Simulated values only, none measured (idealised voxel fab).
process module | voxel wiring stack
cross-section cut | 180 nm wide | cells 5 nm
A cross-section is a grid of square cells, given in bands from the top down. A band is one or more rows of cells.
Each band's line starts with the height of the band's top and of its bottom, in nm. Then come its materials from left to right, each with its width in nm. One material with "throughout" fills the band from edge to edge. "air" is empty space.
Height 0 is the level under which the wafer as received is all one material. The lowest band goes on downwards, as in "0 down".
A width such as "30 to 40" changes by the same amount from each row of cells to the next, from the band's top row to its bottom row.
"no change" after a step means that no cell of the cross-section changed.
closed voids: empty space of 8 cells or more with no open way to the top, each as width x height at its distance from the left edge, in nm
after a step's settings: what the simulator itself notes on the step
overlay nm, on a step with a mask: how far to the right of its planned place the mask lay; to the left if negative
plan
1 op RECEIVE | material Si
2 op CONFORMAL_DEP | material SiO2 | thk nm 10
3 op CONFORMAL_DEP | material SiN | thk nm 5
4 op DIRECTIONAL_DEP | material SiO2 | thk nm 25
5 op MASKED_ETCH | tone open | mask id METAL_1 | width nm 30 | pitch nm 55 | etch materials SiO2 | depth nm 25 | overlay nm 0
6 op MASKED_ETCH | tone open | mask id METAL_1 | width nm 30 | pitch nm 55 | etch materials SiN | depth nm 5 | overlay nm 0
7 op CONFORMAL_DEP | material TiN | thk nm 5
8 op FILL_DEP | material Cu | thk nm 5
9 op CMP | height nm 40
10 op CONFORMAL_DEP | material SiCN | thk nm 5
11 op DIRECTIONAL_DEP | material lowk | thk nm 15
12 op DIRECTIONAL_DEP | material aC | thk nm 15
13 op PATTERN | tone open | mask id PLUG_1 | material resist | width nm 15 | thk nm 35 | overlay nm 0
14 op DIRECTIONAL_ETCH | etch materials aC | depth nm 15
15 op STRIP | etch materials resist
16 op DIRECTIONAL_ETCH | etch materials lowk | depth nm 15
17 op DIRECTIONAL_ETCH | etch materials SiCN | depth nm 5
18 op STRIP | etch materials aC
19 op EPI | material Ru | thk nm 10
20 op EPI | material Ru | thk nm 10
21 op CONFORMAL_DEP | material SiCN | thk nm 5
22 op DIRECTIONAL_DEP | material SiO2 | thk nm 15
23 op DIRECTIONAL_DEP | material aC | thk nm 15
24 op PATTERN | tone open | mask id METAL_2 | material resist | width nm 30 | pitch nm 55 | thk nm 35 | overlay nm 0
25 op DIRECTIONAL_ETCH | etch materials aC | depth nm 15
26 op STRIP | etch materials resist
27 op DIRECTIONAL_ETCH | etch materials SiO2 | depth nm 15
28 op DIRECTIONAL_ETCH | etch materials SiCN | depth nm 5
29 op STRIP | etch materials aC
30 op CONFORMAL_DEP | material TiN | thk nm 5
31 op FILL_DEP | material W | thk nm 10
32 op CMP | height nm 80
33 op CONFORMAL_DEP | material SiCN | thk nm 5
34 op DIRECTIONAL_DEP | material SiO2 | thk nm 15
35 op DIRECTIONAL_DEP | material aC | thk nm 15
36 op PATTERN | tone open | mask id PLUG_2 | material resist | width nm 15 | pitch nm 55 | thk nm 30 | overlay nm 0
37 op DIRECTIONAL_ETCH | etch materials aC | depth nm 15
38 op STRIP | etch materials resist
39 op DIRECTIONAL_ETCH | etch materials SiO2 | depth nm 15
40 op DIRECTIONAL_ETCH | etch materials SiCN | depth nm 5
41 op STRIP | etch materials aC
42 op CONFORMAL_DEP | material TiN | thk nm 5
43 op FILL_DEP | material Ru | thk nm 5
44 op CMP | height nm 100
45 op DIRECTIONAL_DEP | material TiN | thk nm 5
46 op DIRECTIONAL_DEP | material Ru | thk nm 25
47 op MASKED_ETCH | tone cover | mask id METAL_3 | width nm 30 | pitch nm 55 | etch materials Ru | depth nm 25 | overlay nm 0
48 op MASKED_ETCH | tone cover | mask id METAL_3 | width nm 30 | pitch nm 55 | etch materials TiN | depth nm 5 | overlay nm 0
49 op CONFORMAL_DEP | material SiCN | thk nm 5
50 op FILL_DEP | material SiO2 | thk nm 5
51 op CMP | height nm 130
52 op CONFORMAL_DEP | material SiCN | thk nm 5
53 op DIRECTIONAL_DEP | material lowk | thk nm 25
54 op PATTERN | tone open | mask id METAL_4_HOLES | material resist | width nm 15 | pitch nm 55 | thk nm 15 | overlay nm 0
55 op DIRECTIONAL_ETCH | etch materials lowk | depth nm 25
56 op STRIP | etch materials resist
57 op MASKED_ETCH | tone open | mask id METAL_4 | width nm 30 | pitch nm 55 | etch materials lowk | depth nm 15 | overlay nm 0
58 op MASKED_ETCH | tone open | mask id METAL_4 | width nm 30 | pitch nm 55 | etch materials SiCN | depth nm 5 | overlay nm 0
59 op CONFORMAL_DEP | material TiN | thk nm 5
60 op FILL_DEP | material Cu | thk nm 10
61 op CMP | height nm 160
62 op CONFORMAL_DEP | material SiCN | thk nm 5
as received, after step 1
  0 down: Si throughout
  closed voids: none
first wafer at the end, as planned
  165 to 160: SiCN throughout
  160 to 150: lowk 45 | TiN 5 | Cu 20 | TiN 5 | lowk 25 | TiN 5 | Cu 20 | TiN 5 | lowk 50
  150 to 145: lowk 45 | TiN 5 | Cu 5 | TiN 20 | lowk 25 | TiN 5 | Cu 5 | TiN 20 | lowk 50
  145 to 135: lowk 45 | TiN 5 | Cu 5 | TiN 5 | lowk 40 | TiN 5 | Cu 5 | TiN 5 | lowk 65
  135 to 130: SiCN 45 | TiN 15 | SiCN 40 | TiN 15 | SiCN 65
  130 to 105: SiO2 40 | SiCN 5 | Ru 30 | SiCN 5 | SiO2 15 | SiCN 5 | Ru 30 | SiCN 5 | SiO2 45
  105 to 100: SiCN 45 | TiN 30 | SiCN 25 | TiN 30 | SiCN 50
  100 to 85: SiO2 45 | TiN 5 | Ru 5 | TiN 5 | SiO2 40 | TiN 5 | Ru 5 | TiN 5 | SiO2 65
  85 to 80: SiCN 45 | TiN 15 | SiCN 40 | TiN 15 | SiCN 65
  80 to 65: SiO2 45 | TiN 5 | W 20 | TiN 5 | SiO2 25 | TiN 5 | W 20 | TiN 5 | SiO2 50
  65 to 60: SiCN 45 | TiN 30 | SiCN 25 | TiN 30 | SiCN 50
  60 to 45: lowk 45 | Ru 15 | lowk 120
  45 to 40: SiCN 45 | Ru 15 | SiCN 120
  40 to 15: SiO2 45 | TiN 5 | Cu 20 | TiN 5 | SiO2 25 | TiN 5 | Cu 20 | TiN 5 | SiO2 50
  15 to 10: SiN 45 | TiN 30 | SiN 25 | TiN 30 | SiN 50
  10 to 0: SiO2 throughout
  0 down: Si throughout
  closed voids: none
second wafer at the end: like start, like plan, one mistake
  165 to 160: SiCN throughout
  160 to 150: lowk 45 | TiN 5 | Cu 20 | TiN 5 | lowk 25 | TiN 5 | Cu 20 | TiN 5 | lowk 50
  150 to 145: lowk 45 | TiN 5 | Cu 5 | TiN 20 | lowk 25 | TiN 5 | Cu 5 | TiN 20 | lowk 50
  145 to 135: lowk 45 | TiN 5 | Cu 5 | TiN 5 | lowk 40 | TiN 5 | Cu 5 | TiN 5 | lowk 65
  135 to 130: SiCN 45 | TiN 15 | SiCN 40 | TiN 15 | SiCN 65
  130 to 110: SiO2 40 | SiCN 5 | Ru 30 | SiCN 5 | SiO2 15 | SiCN 5 | Ru 30 | SiCN 5 | SiO2 45
  110 to 105: SiCN 45 | Ru 30 | SiCN 25 | Ru 30 | SiCN 50
  105 to 100: Ru throughout
  100 to 85: SiO2 45 | TiN 5 | Ru 5 | TiN 5 | SiO2 40 | TiN 5 | Ru 5 | TiN 5 | SiO2 65
  85 to 80: SiCN 45 | TiN 15 | SiCN 40 | TiN 15 | SiCN 65
  80 to 65: SiO2 45 | TiN 5 | W 20 | TiN 5 | SiO2 25 | TiN 5 | W 20 | TiN 5 | SiO2 50
  65 to 60: SiCN 45 | TiN 30 | SiCN 25 | TiN 30 | SiCN 50
  60 to 45: lowk 45 | Ru 15 | lowk 120
  45 to 40: SiCN 45 | Ru 15 | SiCN 120
  40 to 15: SiO2 45 | TiN 5 | Cu 20 | TiN 5 | SiO2 25 | TiN 5 | Cu 20 | TiN 5 | SiO2 50
  15 to 10: SiN 45 | TiN 30 | SiN 25 | TiN 30 | SiN 50
  10 to 0: SiO2 throughout
  0 down: Si throughout
  closed voids: none
what went wrong: step 45 ran as: op DIRECTIONAL_DEP | material Ru | thk nm 5
at the end the second wafer has, in cells: 36 more of Ru | 4 fewer of SiCN | 20 fewer of SiO2 | 12 fewer of TiN
